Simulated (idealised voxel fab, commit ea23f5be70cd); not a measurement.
Proc. module: voxel released beams
Cross-sectional view cut (width: 240 nm; square cell size: 5 nm).
How to read a cross-section here: the picture is a grid of square cells, written as bands going from the top down, and any band can span one or more rows of cells.
Band: top height; bottom height; in nm. Then, left to right: material with width in nm, for each material. "everywhere": a single material spanning edge to edge. "blank": empty space.
Height datum 0, below which the as-received substrate wafer is one material. Lowest band open at the bottom, running downward: "z 0 and below".
Width: "30..40" (first number = top row, second number = bottom row, same change from row to row of cells).
Take "nothing was modified" at face value: in the step it is given for, the cross-section changed in none of its cells.
What "Sealed void list" gives you is every empty space of 8 cells or more that is cut off from the top. Each appears as width x height at distance, with the distance taken from the left edge and width, height and distance all in nm.
after a step's settings: what the simulator itself notes on the step
You can add "overlay nm" to a step's line. For a step with a mask, it describes how far the mask lay to the right of its planned position, and a negative number describes a lay to the left.

**Process steps - plan**
step 1: RECEIVE | material Si
step 2: CONFORMAL_DEP | material SiN | thk nm 5
step 3: DIRECTIONAL_DEP | material SiO2 | thk nm 20
step 4: DIRECTIONAL_DEP | material aC | thk nm 10
step 5: PATTERN | tone open | mask id ANCHOR | material resist | width nm 40 | thk nm 25 | overlay nm 0
step 6: DIRECTIONAL_ETCH | etch materials aC | depth nm 10
step 7: STRIP | etch materials resist
step 8: DIRECTIONAL_ETCH | etch materials SiO2 | depth nm 20
step 9: STRIP | etch materials aC
step 10: CONFORMAL_DEP | material polySi | thk nm 15
step 11: DIRECTIONAL_DEP | material aC | thk nm 10
step 12: PATTERN | tone cover | mask id BEAM | material resist | width nm 90 | thk nm 30 | overlay nm 0
step 13: DIRECTIONAL_ETCH | etch materials aC | depth nm 10
step 14: STRIP | etch materials resist
step 15: DIRECTIONAL_ETCH | etch materials polySi | depth nm 15
step 16: STRIP | etch materials aC
step 17: STRIP | etch materials SiO2

**Wafer cross-section on receipt, i.e. after step 1**
	z 0 and below: Si everywhere
	Sealed void list: none

**Here's the wafer cut in cross-section after the module, started and planned just like above, except one thing was done wrong in the run**
	z 40 to 25: 70 nm blank  60 nm polySi  110 nm blank
	z 25 to 20: 60 nm blank  15 nm polySi  40 nm SiO2  15 nm polySi  110 nm blank
	z 20 to 5: 60 nm blank  15 nm polySi  40 nm SiO2  45 nm polySi  80 nm blank
	z 5 to 0: SiN everywhere
	z 0 and below: Si everywhere
	Sealed void list: none
what went wrong: step 5 changed vs plan, executed as PATTERN | tone cover | mask id ANCHOR | material resist | width nm 40 | thk nm 25 | overlay nm 0
